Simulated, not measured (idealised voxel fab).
This is a process module. Its name is voxel capacitor over wiring.
160 nm wide, 5 nm square cells: that's cross-section cut.
Think of the cross-section as a grid of square cells. We describe it in bands, top to bottom, and each band covers one or more rows of those cells.
Band: top and bottom heights (nm) first, top before bottom; then materials from left to right, widths in nm. "all across" marks a sole material filling the band edge to edge. "empty" denotes empty space.
Heads up on the height convention: 0 is the point under which the incoming wafer is all one material, and the lowest band has no bottom, it just keeps going down, like "0 and below".
Note: "30..40" means the width goes from the first number (top row of the band) to the second number (bottom row) in equal steps per row of cells.
Reading "left unchanged" for a step: not a cell of the cross-section changed in it.
The entry "Sealed void listing" lists the empty spaces that cover at least 8 cells and have no open path to the top. Each is written as width x height at distance, where the distance is measured from the left edge and all three values are in nm.
Step line, after settings: the simulator's comment on this step.
overlay nm: where the mask lay relative to plan, measured to the right, on steps with a mask; negatives go left.
The planned process steps are enumerated hereunder
step 1: RECEIVE [material Si]
step 2: CONFORMAL_DEP [material SiO2] [thk nm 10]
step 3: CONFORMAL_DEP [material SiCN] [thk nm 5]
step 4: DIRECTIONAL_DEP [material lowk] [thk nm 15]
step 5: PATTERN [tone open] [mask id METAL_1] [material resist] [width nm 20] [pitch nm 85] [thk nm 20] [overlay nm 0]
step 6: DIRECTIONAL_ETCH [etch materials lowk] [depth nm 15]
step 7: DIRECTIONAL_ETCH [etch materials SiCN] [depth nm 5]
step 8: STRIP [etch materials resist]
step 9: CONFORMAL_DEP [material TiN] [thk nm 5]
step 10: FILL_DEP [material Cu] [thk nm 5]
step 11: CMP [height nm 30]
step 12: EPI [material Ru] [thk nm 5]
step 13: FILL_DEP [material SiCN] [thk nm 5]
step 14: DIRECTIONAL_DEP [material lowk] [thk nm 10]
step 15: PATTERN [tone open] [mask id PLUG_1] [material resist] [width nm 15] [thk nm 15] [overlay nm 0]
step 16: DIRECTIONAL_ETCH [etch materials lowk] [depth nm 10]
step 17: DIRECTIONAL_ETCH [etch materials SiCN] [depth nm 5]
step 18: STRIP [etch materials resist]
step 19: EPI [material Ru] [thk nm 10]
step 20: EPI [material Ru] [thk nm 5]
step 21: DIRECTIONAL_DEP [material TiN] [thk nm 10]
step 22: DIRECTIONAL_DEP [material SiN] [thk nm 5]
step 23: DIRECTIONAL_DEP [material TiN] [thk nm 5]
step 24: MASKED_ETCH [tone cover] [mask id UPPER_PLATE] [width nm 70] [etch materials TiN] [depth nm 5] [overlay nm 0]
step 25: MASKED_ETCH [tone cover] [mask id UPPER_PLATE] [width nm 70] [etch materials SiN] [depth nm 5] [overlay nm 0]
step 26: PATTERN [tone cover] [mask id LOWER_PLATE] [material resist] [width nm 80] [thk nm 15] [overlay nm 0]
step 27: DIRECTIONAL_ETCH [etch materials TiN] [depth nm 10]
step 28: STRIP [etch materials resist]
step 29: FILL_DEP [material SiO2] [thk nm 15]
step 30: CMP [height nm 80]
step 31: MASKED_ETCH [tone open] [mask id PLUG_2] [width nm 15] [etch materials SiO2] [depth nm 10] [overlay nm 0]
step 32: CONFORMAL_DEP [material TiN] [thk nm 5]
step 33: FILL_DEP [material W] [thk nm 10]
step 34: CMP [height nm 80]
step 35: CONFORMAL_DEP [material SiN] [thk nm 5]
Concerning the first of two wafers, which was run in accordance with the plan
Here's what the wafer looked like in cross-section when it arrived - that's after step 1
    0 and below  Si all across
    Sealed void listing: none
You're looking at a cross-section of the wafer after step 2
    10 down to 0  SiO2 all across
    Under 0: no change, same as before.
You're looking at a cross-section of the wafer after step 3
    15 down to 10  SiCN all across
    Under 10: no change, same as before.
You're looking at a cross-section of the wafer after step 4
    30 down to 15  lowk all across
    Under 15: no change, same as before.
You're looking at a cross-section of the wafer after step 5
    50 down to 30  25 nm resist / 20 nm empty / 65 nm resist / 20 nm empty / 30 nm resist
    Under 30: no change, same as before.
You're looking at a cross-section of the wafer after step 6
    50 down to 30  25 nm resist / 20 nm empty / 65 nm resist / 20 nm empty / 30 nm resist
    30 down to 15  25 nm lowk / 20 nm empty / 65 nm lowk / 20 nm empty / 30 nm lowk
    Under 15: no change, same as before.
You're looking at a cross-section of the wafer after step 7
    50 down to 30  25 nm resist / 20 nm empty / 65 nm resist / 20 nm empty / 30 nm resist
    30 down to 15  25 nm lowk / 20 nm empty / 65 nm lowk / 20 nm empty / 30 nm lowk
    15 down to 10  25 nm SiCN / 20 nm empty / 65 nm SiCN / 20 nm empty / 30 nm SiCN
    Under 10: no change, same as before.
You're looking at a cross-section of the wafer after step 8
    30 down to 15  25 nm lowk / 20 nm empty / 65 nm lowk / 20 nm empty / 30 nm lowk
    Under 15: no change, same as before.
You're looking at a cross-section of the wafer after step 9
    35 down to 30  30 nm TiN / 10 nm empty / 75 nm TiN / 10 nm empty / 35 nm TiN
    30 down to 15  25 nm lowk / 5 nm TiN / 10 nm empty / 5 nm TiN / 65 nm lowk / 5 nm TiN / 10 nm empty / 5 nm TiN / 30 nm lowk
    15 down to 10  25 nm SiCN / 20 nm TiN / 65 nm SiCN / 20 nm TiN / 30 nm SiCN
    Under 10: no change, same as before.
You're looking at a cross-section of the wafer after step 10
    40 down to 35  Cu all across
    35 down to 30  30 nm TiN / 10 nm Cu / 75 nm TiN / 10 nm Cu / 35 nm TiN
    30 down to 15  25 nm lowk / 5 nm TiN / 10 nm Cu / 5 nm TiN / 65 nm lowk / 5 nm TiN / 10 nm Cu / 5 nm TiN / 30 nm lowk
    Under 15: no change, same as before.
You're looking at a cross-section of the wafer after step 11
    30 down to 15  25 nm lowk / 5 nm TiN / 10 nm Cu / 5 nm TiN / 65 nm lowk / 5 nm TiN / 10 nm Cu / 5 nm TiN / 30 nm lowk
    Under 15: no change, same as before.
You're looking at a cross-section of the wafer after step 12
    35 down to 30  20 nm empty / 30 nm Ru / 55 nm empty / 30 nm Ru / 25 nm empty
    Under 30: no change, same as before.
You're looking at a cross-section of the wafer after step 13
    40 down to 35  SiCN all across
    35 down to 30  20 nm SiCN / 30 nm Ru / 55 nm SiCN / 30 nm Ru / 25 nm SiCN
    Under 30: no change, same as before.
You're looking at a cross-section of the wafer after step 14
    50 down to 40  lowk all across
    Under 40: no change, same as before.
You're looking at a cross-section of the wafer after step 15
    65 down to 50  30 nm resist / 15 nm empty / 115 nm resist
    Under 50: no change, same as before.
You're looking at a cross-section of the wafer after step 16
    65 down to 50  30 nm resist / 15 nm empty / 115 nm resist
    50 down to 40  30 nm lowk / 15 nm empty / 115 nm lowk
    Under 40: no change, same as before.
You're looking at a cross-section of the wafer after step 17
    65 down to 50  30 nm resist / 15 nm empty / 115 nm resist
    50 down to 40  30 nm lowk / 15 nm empty / 115 nm lowk
    40 down to 35  30 nm SiCN / 15 nm empty / 115 nm SiCN
    Under 35: no change, same as before.
You're looking at a cross-section of the wafer after step 18
    50 down to 40  30 nm lowk / 15 nm empty / 115 nm lowk
    Under 40: no change, same as before.
You're looking at a cross-section of the wafer after step 19
    50 down to 45  30 nm lowk / 15 nm empty / 115 nm lowk
    45 down to 40  30 nm lowk / 15 nm Ru / 115 nm lowk
    40 down to 35  30 nm SiCN / 15 nm Ru / 115 nm SiCN
    Under 35: no change, same as before.
You're looking at a cross-section of the wafer after step 20
    50 down to 40  30 nm lowk / 15 nm Ru / 115 nm lowk
    Under 40: no change, same as before.
You're looking at a cross-section of the wafer after step 21
    60 down to 50  TiN all across
    Under 50: no change, same as before.
You're looking at a cross-section of the wafer after step 22
    65 down to 60  SiN all across
    Under 60: no change, same as before.
You're looking at a cross-section of the wafer after step 23
    70 down to 65  TiN all across
    Under 65: no change, same as before.
You're looking at a cross-section of the wafer after step 24
    70 down to 65  30 nm empty / 70 nm TiN / 60 nm empty
    Under 65: no change, same as before.
You're looking at a cross-section of the wafer after step 25
    70 down to 65  30 nm empty / 70 nm TiN / 60 nm empty
    65 down to 60  30 nm empty / 70 nm SiN / 60 nm empty
    Under 60: no change, same as before.
You're looking at a cross-section of the wafer after step 26
    85 down to 70  25 nm empty / 80 nm resist / 55 nm empty
    70 down to 65  25 nm empty / 5 nm resist / 70 nm TiN / 5 nm resist / 55 nm empty
    65 down to 60  25 nm empty / 5 nm resist / 70 nm SiN / 5 nm resist / 55 nm empty
    Under 60: no change, same as before.
You're looking at a cross-section of the wafer after step 27
    85 down to 70  25 nm empty / 80 nm resist / 55 nm empty
    70 down to 65  25 nm empty / 5 nm resist / 70 nm TiN / 5 nm resist / 55 nm empty
    65 down to 60  25 nm empty / 5 nm resist / 70 nm SiN / 5 nm resist / 55 nm empty
    60 down to 50  25 nm empty / 80 nm TiN / 55 nm empty
    Under 50: no change, same as before.
You're looking at a cross-section of the wafer after step 28
    70 down to 65  30 nm empty / 70 nm TiN / 60 nm empty
    65 down to 60  30 nm empty / 70 nm SiN / 60 nm empty
    Under 60: no change, same as before.
You're looking at a cross-section of the wafer after step 29
    85 down to 70  SiO2 all across
    70 down to 65  30 nm SiO2 / 70 nm TiN / 60 nm SiO2
    65 down to 60  30 nm SiO2 / 70 nm SiN / 60 nm SiO2
    60 down to 50  25 nm SiO2 / 80 nm TiN / 55 nm SiO2
    Under 50: no change, same as before.
You're looking at a cross-section of the wafer after step 30
    80 down to 70  SiO2 all across
    Under 70: no change, same as before.
You're looking at a cross-section of the wafer after step 31
    80 down to 70  40 nm SiO2 / 15 nm empty / 105 nm SiO2
    Under 70: no change, same as before.
You're looking at a cross-section of the wafer after step 32
    85 down to 80  45 nm TiN / 5 nm empty / 110 nm TiN
    80 down to 75  40 nm SiO2 / 5 nm TiN / 5 nm empty / 5 nm TiN / 105 nm SiO2
    75 down to 65  40..30 nm SiO2 / 15..70 nm TiN / 105..60 nm SiO2
    Under 65: no change, same as before.
You're looking at a cross-section of the wafer after step 33
    95 down to 85  W all across
    85 down to 80  45 nm TiN / 5 nm W / 110 nm TiN
    80 down to 75  40 nm SiO2 / 5 nm TiN / 5 nm W / 5 nm TiN / 105 nm SiO2
    Under 75: no change, same as before.
You're looking at a cross-section of the wafer after step 34
    80 down to 75  40 nm SiO2 / 5 nm TiN / 5 nm W / 5 nm TiN / 105 nm SiO2
    Under 75: no change, same as before.
You're looking at a cross-section of the wafer after step 35
    85 down to 80  SiN all across
    Under 80: no change, same as before.
Wafer two of two - same starting point, same process plan, one mistake in execution; matches wafer one up to and including step 33
Cross-sectional view of the second wafer at the intended end time of process step 34: left unchanged
Cross-sectional view of the second wafer at the intended end time of process step 35
    100 down to 95  SiN all across
    Under 95: no change, same as before.
Want to know what went wrong? step 34 was dropped from the plan's execution and never run
Final difference in cells, second wafer against first, listed per material as more or fewer: 31 more of TiN | 65 more of W
